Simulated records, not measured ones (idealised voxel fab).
Process module in this document: voxel transistor to metal
Square cell edge 5 nm, section width 200 nm, ID cut.
A cross-section is written here as square cells arranged in a grid, and it is given in bands from the top down, each band taking up one or more rows of cells.
Within each band entry, the heights of the top and of the bottom of the band appear first, in that order and in nm; the materials of the band then follow from left to right, each with its corresponding width in nm. The designation "everywhere" on a single material indicates that it fills the band from edge to edge; the designation "empty" indicates empty space.
Ref level 0: as-received wafer is one material below here. Bottom band extends down with no lower bound ("0..down").
Width: "30->40" (first number = top row, second number = bottom row, same change from row to row of cells).
Given "nothing changed" for a step, no cell of the cross-section differs between before and after that step.
Basically, "Voids, enclosed" tells you about the enclosed voids: empty spaces with no open way to the top, 8 cells or bigger, each written width x height at distance, where distance is from the left edge, all in nm.
Note: text after step settings on the step line = simulator remark on that step.
The line of a step may include "overlay nm". On a step with a mask, this value is how far to the right of its planned place the mask lay. A negative value means the mask lay to the left.

Planned process steps
1. RECEIVE with material Si
2. OXIDIZE with depth nm 5
3. CONFORMAL_DEP with material SiN, thk nm 10
4. MASKED_ETCH with tone cover, mask id ACTIVE, width nm 110, etch materials SiN, depth nm 10, overlay nm 0
5. MASKED_ETCH with tone cover, mask id ACTIVE, width nm 110, etch materials SiO2, depth nm 5, overlay nm 0
6. MASKED_ETCH with tone cover, mask id ACTIVE, width nm 110, etch materials Si, depth nm 35, overlay nm 0
7. OXIDIZE with depth nm 5
8. FILL_DEP with material SiO2, thk nm 5
9. CMP with height nm 10
10. SELECTIVE_ETCH with etch materials SiO2, depth nm 10
11. STRIP with etch materials SiN
12. SELECTIVE_ETCH with etch materials SiO2, depth nm 5
13. OXIDIZE with depth nm 5
14. DIRECTIONAL_DEP with material polySi, thk nm 25
15. DIRECTIONAL_DEP with material SiCN, thk nm 15
16. DIRECTIONAL_DEP with material aC, thk nm 15
17. PATTERN with tone cover, mask id GATE, material resist, width nm 20, thk nm 30, overlay nm 0
18. DIRECTIONAL_ETCH with etch materials aC, depth nm 15
19. STRIP with etch materials resist
20. DIRECTIONAL_ETCH with etch materials SiCN, depth nm 25
21. DIRECTIONAL_ETCH with etch materials polySi, depth nm 35
22. STRIP with etch materials aC
23. CONFORMAL_DEP with material SiO2, thk nm 5
24. DIRECTIONAL_ETCH with etch materials SiO2, depth nm 5
25. CONFORMAL_DEP with material SiN, thk nm 5
26. DIRECTIONAL_ETCH with etch materials SiN, depth nm 5
27. DIRECTIONAL_ETCH with etch materials SiO2, depth nm 5
28. DIRECTIONAL_ETCH with etch materials Si, depth nm 10
29. EPI with material nSi, thk nm 10
30. FILL_DEP with material SiO2, thk nm 10
31. CMP with height nm 35
32. DIRECTIONAL_DEP with material SiO2, thk nm 15
33. DIRECTIONAL_DEP with material aC, thk nm 10
34. PATTERN with tone open, mask id CONTACT, material resist, width nm 20, pitch nm 80, thk nm 25, overlay nm 0
35. DIRECTIONAL_ETCH with etch materials aC, depth nm 10
36. STRIP with etch materials resist
37. DIRECTIONAL_ETCH with etch materials SiO2, depth nm 60
38. STRIP with etch materials aC
39. CONFORMAL_DEP with material TiN, thk nm 5
40. FILL_DEP with material W, thk nm 10
41. CMP with height nm 50
42. CONFORMAL_DEP with material SiN, thk nm 5
43. DIRECTIONAL_DEP with material lowk, thk nm 25
44. MASKED_ETCH with tone open, mask id METAL_1, width nm 20, pitch nm 80, etch materials lowk, depth nm 25, overlay nm 0
45. MASKED_ETCH with tone open, mask id METAL_1, width nm 20, pitch nm 80, etch materials SiN, depth nm 5, overlay nm 0
46. CONFORMAL_DEP with material TiN, thk nm 5
47. FILL_DEP with material W, thk nm 10
48. CMP with height nm 80
49. EPI with material Ru, thk nm 5
50. FILL_DEP with material SiCN, thk nm 5
For clarity, it should be stated that the wafers under discussion commence in an identical condition and differ with respect to the depth nm of step 2, the plan indicating the value that the first wafer had.

Here's the first of the wafers in cross-section, just as we got it, i.e. after step 1
> 0..down: Si everywhere
> Voids, enclosed: none

End of the module, past its last step, step 50: how the first of several wafers looks in cross-section
> 90..85: SiCN everywhere
> 85..80: SiCN=45 / Ru=30 / SiCN=50 / Ru=30 / SiCN=45
> 80..55: lowk=50 / TiN=5 / W=10 / TiN=5 / lowk=60 / TiN=5 / W=10 / TiN=5 / lowk=50
> 55..50: SiN=50 / TiN=20 / SiN=60 / TiN=20 / SiN=50
> 50..35: SiO2=50 / TiN=5 / W=10 / TiN=5 / SiO2=60 / TiN=5 / W=10 / TiN=5 / SiO2=50
> 35..20: SiO2=50 / TiN=5 / W=10 / TiN=5 / SiO2=10 / SiN=5 / SiO2=5 / SiCN=20 / SiO2=5 / SiN=5 / SiO2=10 / TiN=5 / W=10 / TiN=5 / SiO2=50
> 20..0: SiO2=50 / TiN=5 / W=10 / TiN=5 / SiO2=10 / SiN=5 / SiO2=5 / polySi=20 / SiO2=5 / SiN=5 / SiO2=10 / TiN=5 / W=10 / TiN=5 / SiO2=50
> 0..-5: SiO2=50 / TiN=5 / W=10 / TiN=5 / nSi=10 / SiN=5 / SiO2=5 / polySi=20 / SiO2=5 / SiN=5 / nSi=10 / TiN=5 / W=10 / TiN=5 / SiO2=50
> -5..-10: SiO2=50 / TiN=20 / nSi=10 / SiO2=40 / nSi=10 / TiN=20 / SiO2=50
> -10..-20: SiO2=50 / nSi=30 / Si=40 / nSi=30 / SiO2=50
> -20..-45: SiO2=50 / Si=100 / SiO2=50
> -45..down: Si everywhere
> Voids, enclosed: none

Last wafer of the set, cross-sectioned at end of module
> 90..85: SiCN everywhere
> 85..80: SiCN=45 / Ru=30 / SiCN=50 / Ru=30 / SiCN=45
> 80..55: lowk=50 / TiN=5 / W=10 / TiN=5 / lowk=60 / TiN=5 / W=10 / TiN=5 / lowk=50
> 55..50: SiN=50 / TiN=20 / SiN=60 / TiN=20 / SiN=50
> 50..35: SiO2=50 / TiN=5 / W=10 / TiN=5 / SiO2=60 / TiN=5 / W=10 / TiN=5 / SiO2=50
> 35..20: SiO2=50 / TiN=5 / W=10 / TiN=5 / SiO2=10 / SiN=5 / SiO2=5 / SiCN=20 / SiO2=5 / SiN=5 / SiO2=10 / TiN=5 / W=10 / TiN=5 / SiO2=50
> 20..-5: SiO2=50 / TiN=5 / W=10 / TiN=5 / SiO2=10 / SiN=5 / SiO2=5 / polySi=20 / SiO2=5 / SiN=5 / SiO2=10 / TiN=5 / W=10 / TiN=5 / SiO2=50
> -5..-10: SiO2=50 / TiN=20 / SiO2=60 / TiN=20 / SiO2=50
> -10..-20: SiO2 everywhere
> -20..down: Si everywhere
> Voids, enclosed: none

Tabulated below, wafer by wafer, are the end-of-module results: for each material, the number of cells gained (+) or lost (-) relative to the as-received state, followed by the closed voids
depth nm 5; +12 Ru; -244 Si; +80 SiCN; +48 SiN; +468 SiO2; +80 TiN; +64 W; +160 lowk; +32 nSi; +20 polySi; Voids, enclosed: none
depth nm 10; +12 Ru; -144 Si; +80 SiCN; +48 SiN; +328 SiO2; +80 TiN; +64 W; +160 lowk; +72 nSi; +20 polySi; Voids, enclosed: none
depth nm 15; +12 Ru; -120 Si; +80 SiCN; +48 SiN; +376 SiO2; +80 TiN; +64 W; +160 lowk; +20 polySi; Voids, enclosed: none
depth nm 20; +12 Ru; -160 Si; +80 SiCN; +48 SiN; +416 SiO2; +80 TiN; +64 W; +160 lowk; +20 polySi; Voids, enclosed: none
